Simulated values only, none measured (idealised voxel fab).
The name of this process module is voxel fin reveal.
For reference, the cross-section in this document is cut, with width 235 nm and square cells of 5 nm.
Cross-section format: a grid of square cells, given as bands from top to bottom; each band is one or more rows of cells.
What a band's entry tells you: where the top is and where the bottom is, as heights in nm, and after that what lies inside, material by material from left to right, each with its width in nm. Empty space is written as the word "blank", and a single material marked with the word "edge to edge" occupies the band from edge to edge.
Where do heights start? At 0: under that level the wafer as delivered is made of one material only. And the lowest band has no floor; it just carries on downward, as in "from 0 down".
When a width is written as two numbers, as in "30 to 40", the first number is the width in the top row of cells of the band and the second is the width in its bottom row, and the width changes by the same amount from each row to the next.
You'll sometimes find "nothing different" written for a step, and that's the way of saying that nowhere in the cross-section did a cell change during that step.
"Listed closed voids" - sealed voids, min. 8 cells, no opening to top; format: width x height at distance (distance from left edge; nm throughout).
Text after the settings on a step's line: the simulator's own remark on that step.
"overlay nm" on a masked step: distance the mask lay right of its planned place, negative for left.

# The following list gives the planned process steps
- 1: op RECEIVE | material Si
- 2: op CONFORMAL_DEP | material SiN | thk nm 5
- 3: op DIRECTIONAL_DEP | material aC | thk nm 15
- 4: op PATTERN | tone cover | mask id FINS | material resist | width nm 15 | pitch nm 45 | thk nm 30 | overlay nm 0
- 5: op DIRECTIONAL_ETCH | etch materials aC | depth nm 15
- 6: op STRIP | etch materials resist
- 7: op DIRECTIONAL_ETCH | etch materials SiN | depth nm 5
- 8: op DIRECTIONAL_ETCH | etch materials Si | depth nm 40
- 9: op STRIP | etch materials aC
- 10: op FILL_DEP | material SiO2 | thk nm 10
- 11: op CMP | height nm 5
- 12: op SELECTIVE_ETCH | etch materials SiO2 | depth nm 35
- 13: op STRIP | etch materials SiN

# Cross-section of the incoming wafer, state after step 1
> from 0 down  Si edge to edge
> Listed closed voids: none

# Cross-section, end of module. Start: as above. Plan: as above. Execution: one mistake
> from 0 to -30  blank (40)  Si (15)  blank (30)  Si (15)  blank (30)  Si (15)  blank (30)  Si (15)  blank (45)
> from -30 to -35  SiO2 (5)  blank (35)  Si (15)  blank (30)  Si (15)  blank (30)  Si (15)  blank (30)  Si (15)  blank (35)  SiO2 (10)
> from -35 to -40  SiO2 (40)  Si (15)  SiO2 (30)  Si (15)  SiO2 (30)  Si (15)  SiO2 (30)  Si (15)  SiO2 (45)
> from -40 down  Si edge to edge
> Listed closed voids: none
Which mistake was made when the wafer was run? the executed order of steps 12 and 13 is the reverse of that specified in the plan, each step having taken the other's position
